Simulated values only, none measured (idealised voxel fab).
Title: Process Module voxel fin reveal
Cross-sectional view cut (width: 250 nm; square cell size: 5 nm).
Cross-section format: a grid of square cells, given as bands from top to bottom; each band is one or more rows of cells.
The band entry comprises the height of the band's top followed by the height of its bottom, expressed in nm, and subsequently the band's materials from left to right, each stated together with its width in nm. Where a single material is marked with the word "throughout", that material fills the band from edge to edge. The word "empty" represents empty space.
Height is counted from the level 0, under which the received wafer is composed throughout of one material. The lowest of the bands is not closed at the bottom but continues downward, in the notation "0..down".
Width: "30 to 40" (first number = top row, second number = bottom row, same change from row to row of cells).
"no change" -> step changed no cross-section cell.
Empty spaces counting at least 8 cells and having no open way to the top are listed in "Enclosed void listing". The notation width x height at distance is used for each, the distance being from the left edge and all three values in nm.
It should be noted that, on the line of a given step, the content following the step's settings is a remark produced by the simulator itself with respect to that step.
Each step line may optionally specify "overlay nm", which for a step with a mask gives the rightward distance between the mask's planned place and where it lay, a negative value indicating the leftward direction.
**The following list gives the planned process steps**
step 1: RECEIVE [material Si]
step 2: CONFORMAL_DEP [material SiN] [thk nm 5]
step 3: DIRECTIONAL_DEP [material aC] [thk nm 15]
step 4: PATTERN [tone cover] [mask id FINS] [material resist] [width nm 15] [pitch nm 35] [thk nm 35] [overlay nm 0]
step 5: DIRECTIONAL_ETCH [etch materials aC] [depth nm 15]
step 6: STRIP [etch materials resist]
step 7: DIRECTIONAL_ETCH [etch materials SiN] [depth nm 5]
step 8: DIRECTIONAL_ETCH [etch materials Si] [depth nm 35]
step 9: STRIP [etch materials aC]
step 10: OXIDIZE [depth nm 5]
step 11: FILL_DEP [material SiO2] [thk nm 15]
step 12: CMP [height nm 5]
step 13: SELECTIVE_ETCH [etch materials SiO2] [depth nm 25]
step 14: STRIP [etch materials SiN]
**Cross-section of the wafer at receipt, which is the condition after step 1**
* 0..down  Si throughout
* Enclosed void listing: none
**The following cross-section depicts the wafer upon conclusion of the module. Processing commenced from the starting condition illustrated above and adhered to the plan illustrated above, save for one mistake in execution**
* 0..-20  85 nm empty / 5 nm Si / 30 nm empty / 5 nm Si / 30 nm empty / 5 nm Si / 90 nm empty
* -20..-50  85 nm SiO2 / 5 nm Si / 30 nm SiO2 / 5 nm Si / 30 nm SiO2 / 5 nm Si / 90 nm SiO2
* -50..down  Si throughout
* Enclosed void listing: none
Error vs. plan: step 8 did not happen as planned, as run it was DIRECTIONAL_ETCH [etch materials Si] [depth nm 45]
